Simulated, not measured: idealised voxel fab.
Name of the process module below: voxel air gaps
Section shown: cut. Width: 235 nm. Cell size: 5 nm, square.
Throughout this document, each cross-section is represented as a grid of square cells and is presented as a sequence of bands enumerated from the top downward, where a band comprises one or more rows of cells.
Each band's line starts with the height of the band's top and of its bottom, in nm. Then come its materials from left to right, each with its width in nm. One material with "everywhere" fills the band from edge to edge. "air" is empty space.
Ref level 0: as-received wafer is one material below here. Bottom band extends down with no lower bound ("z 0 and below").
Graded width ("30 to 40"): value in top row of band = first number; value in bottom row = second number; row-to-row change constant.
Step marked "nothing changed"? Then no cell in the cross-section changed in it.
Unvented internal voids: empty space of 8 cells or more with no open way to the top, each as width x height at its distance from the left edge, in nm
What comes after the settings on a step's line is commentary from the simulator itself on that step.
Among the settings permitted on a step's line is "overlay nm"; applied to a step with a mask, it specifies the extent to which the mask lay to the right of its planned position, whereas a negative figure signifies a position to the left.
Planned step list for the process:
step 1: RECEIVE with material Si
step 2: CONFORMAL_DEP with material SiO2, thk nm 10
step 3: CONFORMAL_DEP with material SiN, thk nm 5
step 4: DIRECTIONAL_DEP with material SiO2, thk nm 40
step 5: MASKED_ETCH with tone open, mask id LINES, width nm 25, pitch nm 55, etch materials SiO2, depth nm 40, overlay nm 0
step 6: CONFORMAL_DEP with material TiN, thk nm 5
step 7: FILL_DEP with material Ru, thk nm 5
step 8: CMP with height nm 55
step 9: EPI with material Ru, thk nm 10
step 10: SELECTIVE_ETCH with etch materials SiO2, depth nm 50
step 11: CONFORMAL_DEP with material SiCN, thk nm 5
First wafer, two in total, run as planned:
As received (post step 1): cross-section:
* z 0 and below | Si everywhere
* Unvented internal voids: none
The wafer in cross-section once step 2 is complete:
* z 10 to 0 | SiO2 everywhere
* Below 0, the layers are the same as they were.
The wafer in cross-section once step 3 is complete:
* z 15 to 10 | SiN everywhere
* Below 10, the layers are the same as they were.
The wafer in cross-section once step 4 is complete:
* z 55 to 15 | SiO2 everywhere
* Below 15, the layers are the same as they were.
The wafer in cross-section once step 5 is complete:
* z 55 to 15 | 20 of SiO2 | 25 of air | 30 of SiO2 | 25 of air | 30 of SiO2 | 25 of air | 30 of SiO2 | 25 of air | 25 of SiO2
* Below 15, the layers are the same as they were.
The wafer in cross-section once step 6 is complete:
* z 60 to 55 | 25 of TiN | 15 of air | 40 of TiN | 15 of air | 40 of TiN | 15 of air | 40 of TiN | 15 of air | 30 of TiN
* z 55 to 20 | 20 of SiO2 | 5 of TiN | 15 of air | 5 of TiN | 30 of SiO2 | 5 of TiN | 15 of air | 5 of TiN | 30 of SiO2 | 5 of TiN | 15 of air | 5 of TiN | 30 of SiO2 | 5 of TiN | 15 of air | 5 of TiN | 25 of SiO2
* z 20 to 15 | 20 of SiO2 | 25 of TiN | 30 of SiO2 | 25 of TiN | 30 of SiO2 | 25 of TiN | 30 of SiO2 | 25 of TiN | 25 of SiO2
* Below 15, the layers are the same as they were.
The wafer in cross-section once step 7 is complete:
* z 65 to 60 | Ru everywhere
* z 60 to 55 | 25 of TiN | 15 of Ru | 40 of TiN | 15 of Ru | 40 of TiN | 15 of Ru | 40 of TiN | 15 of Ru | 30 of TiN
* z 55 to 20 | 20 of SiO2 | 5 of TiN | 15 of Ru | 5 of TiN | 30 of SiO2 | 5 of TiN | 15 of Ru | 5 of TiN | 30 of SiO2 | 5 of TiN | 15 of Ru | 5 of TiN | 30 of SiO2 | 5 of TiN | 15 of Ru | 5 of TiN | 25 of SiO2
* Below 20, the layers are the same as they were.
The wafer in cross-section once step 8 is complete:
* z 55 to 20 | 20 of SiO2 | 5 of TiN | 15 of Ru | 5 of TiN | 30 of SiO2 | 5 of TiN | 15 of Ru | 5 of TiN | 30 of SiO2 | 5 of TiN | 15 of Ru | 5 of TiN | 30 of SiO2 | 5 of TiN | 15 of Ru | 5 of TiN | 25 of SiO2
* Below 20, the layers are the same as they were.
The wafer in cross-section once step 9 is complete:
* z 65 to 55 | 10 of air | 45 of Ru | 10 of air | 45 of Ru | 10 of air | 45 of Ru | 10 of air | 45 of Ru | 15 of air
* Below 55, the layers are the same as they were.
The wafer in cross-section once step 10 is complete:
* z 65 to 55 | 10 of air | 45 of Ru | 10 of air | 45 of Ru | 10 of air | 45 of Ru | 10 of air | 45 of Ru | 15 of air
* z 55 to 20 | 20 of air | 5 of TiN | 15 of Ru | 5 of TiN | 30 of air | 5 of TiN | 15 of Ru | 5 of TiN | 30 of air | 5 of TiN | 15 of Ru | 5 of TiN | 30 of air | 5 of TiN | 15 of Ru | 5 of TiN | 25 of air
* z 20 to 15 | 20 of air | 25 of TiN | 30 of air | 25 of TiN | 30 of air | 25 of TiN | 30 of air | 25 of TiN | 25 of air
* Below 15, the layers are the same as they were.
The wafer in cross-section once step 11 is complete:
* z 70 to 65 | 5 of air | 220 of SiCN | 10 of air
* z 65 to 55 | 5 of air | 5 of SiCN | 45 of Ru | 10 of SiCN | 45 of Ru | 10 of SiCN | 45 of Ru | 10 of SiCN | 45 of Ru | 5 of SiCN | 10 of air
* z 55 to 50 | 5 of air | 15 of SiCN | 5 of TiN | 15 of Ru | 5 of TiN | 30 of SiCN | 5 of TiN | 15 of Ru | 5 of TiN | 30 of SiCN | 5 of TiN | 15 of Ru | 5 of TiN | 30 of SiCN | 5 of TiN | 15 of Ru | 5 of TiN | 15 of SiCN | 10 of air
* z 50 to 20 | 15 of air | 5 of SiCN | 5 of TiN | 15 of Ru | 5 of TiN | 5 of SiCN | 20 of air | 5 of SiCN | 5 of TiN | 15 of Ru | 5 of TiN | 5 of SiCN | 20 of air | 5 of SiCN | 5 of TiN | 15 of Ru | 5 of TiN | 5 of SiCN | 20 of air | 5 of SiCN | 5 of TiN | 15 of Ru | 5 of TiN | 5 of SiCN | 20 of air
* z 20 to 15 | 20 of SiCN | 25 of TiN | 30 of SiCN | 25 of TiN | 30 of SiCN | 25 of TiN | 30 of SiCN | 25 of TiN | 25 of SiCN
* Below 15, the layers are the same as they were.
* Unvented internal voids: 20 x 30 at 50; 20 x 30 at 105; 20 x 30 at 160
Second wafer, same starting state and plan as the first, one mistake in the run, identical through step 4:
Cross-sectional view of the second wafer at the intended end time of process step 5:
* z 55 to 15 | 20 of air | 25 of SiO2 | 30 of air | 25 of SiO2 | 30 of air | 25 of SiO2 | 30 of air | 25 of SiO2 | 25 of air
* Below 15, the layers are the same as they were.
Cross-sectional view of the second wafer at the intended end time of process step 6:
* z 60 to 55 | 15 of air | 35 of TiN | 20 of air | 35 of TiN | 20 of air | 35 of TiN | 20 of air | 35 of TiN | 20 of air
* z 55 to 20 | 15 of air | 5 of TiN | 25 of SiO2 | 5 of TiN | 20 of air | 5 of TiN | 25 of SiO2 | 5 of TiN | 20 of air | 5 of TiN | 25 of SiO2 | 5 of TiN | 20 of air | 5 of TiN | 25 of SiO2 | 5 of TiN | 20 of air
* z 20 to 15 | 20 of TiN | 25 of SiO2 | 30 of TiN | 25 of SiO2 | 30 of TiN | 25 of SiO2 | 30 of TiN | 25 of SiO2 | 25 of TiN
* Below 15, the layers are the same as they were.
Cross-sectional view of the second wafer at the intended end time of process step 7:
* z 65 to 60 | Ru everywhere
* z 60 to 55 | 15 of Ru | 35 of TiN | 20 of Ru | 35 of TiN | 20 of Ru | 35 of TiN | 20 of Ru | 35 of TiN | 20 of Ru
* z 55 to 20 | 15 of Ru | 5 of TiN | 25 of SiO2 | 5 of TiN | 20 of Ru | 5 of TiN | 25 of SiO2 | 5 of TiN | 20 of Ru | 5 of TiN | 25 of SiO2 | 5 of TiN | 20 of Ru | 5 of TiN | 25 of SiO2 | 5 of TiN | 20 of Ru
* Below 20, the layers are the same as they were.
Cross-sectional view of the second wafer at the intended end time of process step 8:
* z 55 to 20 | 15 of Ru | 5 of TiN | 25 of SiO2 | 5 of TiN | 20 of Ru | 5 of TiN | 25 of SiO2 | 5 of TiN | 20 of Ru | 5 of TiN | 25 of SiO2 | 5 of TiN | 20 of Ru | 5 of TiN | 25 of SiO2 | 5 of TiN | 20 of Ru
* Below 20, the layers are the same as they were.
Cross-sectional view of the second wafer at the intended end time of process step 9:
* z 65 to 55 | 30 of Ru | 5 of air | 50 of Ru | 5 of air | 50 of Ru | 5 of air | 50 of Ru | 5 of air | 35 of Ru
* Below 55, the layers are the same as they were.
Cross-sectional view of the second wafer at the intended end time of process step 10:
* z 65 to 55 | 30 of Ru | 5 of air | 50 of Ru | 5 of air | 50 of Ru | 5 of air | 50 of Ru | 5 of air | 35 of Ru
* z 55 to 20 | 15 of Ru | 5 of TiN | 25 of air | 5 of TiN | 20 of Ru | 5 of TiN | 25 of air | 5 of TiN | 20 of Ru | 5 of TiN | 25 of air | 5 of TiN | 20 of Ru | 5 of TiN | 25 of air | 5 of TiN | 20 of Ru
* z 20 to 15 | 20 of TiN | 25 of air | 30 of TiN | 25 of air | 30 of TiN | 25 of air | 30 of TiN | 25 of air | 25 of TiN
* Below 15, the layers are the same as they were.
Cross-sectional view of the second wafer at the intended end time of process step 11:
* z 70 to 65 | SiCN everywhere
* z 65 to 55 | 30 of Ru | 5 of SiCN | 50 of Ru | 5 of SiCN | 50 of Ru | 5 of SiCN | 50 of Ru | 5 of SiCN | 35 of Ru
* z 55 to 50 | 15 of Ru | 5 of TiN | 25 of SiCN | 5 of TiN | 20 of Ru | 5 of TiN | 25 of SiCN | 5 of TiN | 20 of Ru | 5 of TiN | 25 of SiCN | 5 of TiN | 20 of Ru | 5 of TiN | 25 of SiCN | 5 of TiN | 20 of Ru
* z 50 to 20 | 15 of Ru | 5 of TiN | 5 of SiCN | 15 of air | 5 of SiCN | 5 of TiN | 20 of Ru | 5 of TiN | 5 of SiCN | 15 of air | 5 of SiCN | 5 of TiN | 20 of Ru | 5 of TiN | 5 of SiCN | 15 of air | 5 of SiCN | 5 of TiN | 20 of Ru | 5 of TiN | 5 of SiCN | 15 of air | 5 of SiCN | 5 of TiN | 20 of Ru
* z 20 to 15 | 20 of TiN | 25 of SiCN | 30 of TiN | 25 of SiCN | 30 of TiN | 25 of SiCN | 30 of TiN | 25 of SiCN | 25 of TiN
* Below 15, the layers are the same as they were.
* Unvented internal voids: 15 x 30 at 25; 15 x 30 at 80; 15 x 30 at 135; 15 x 30 at 190
Against the plan, the run slipped here: step 5 did not use the planned setting and instead ran as MASKED_ETCH with tone cover, mask id LINES, width nm 25, pitch nm 55, etch materials SiO2, depth nm 40, overlay nm 0
Final wafer comparison in cells, second versus first, more or fewer per material: Ru +63; SiCN -16; TiN +7
Final observation: first wafer, 3 closed voids; second wafer, 4 closed voids.
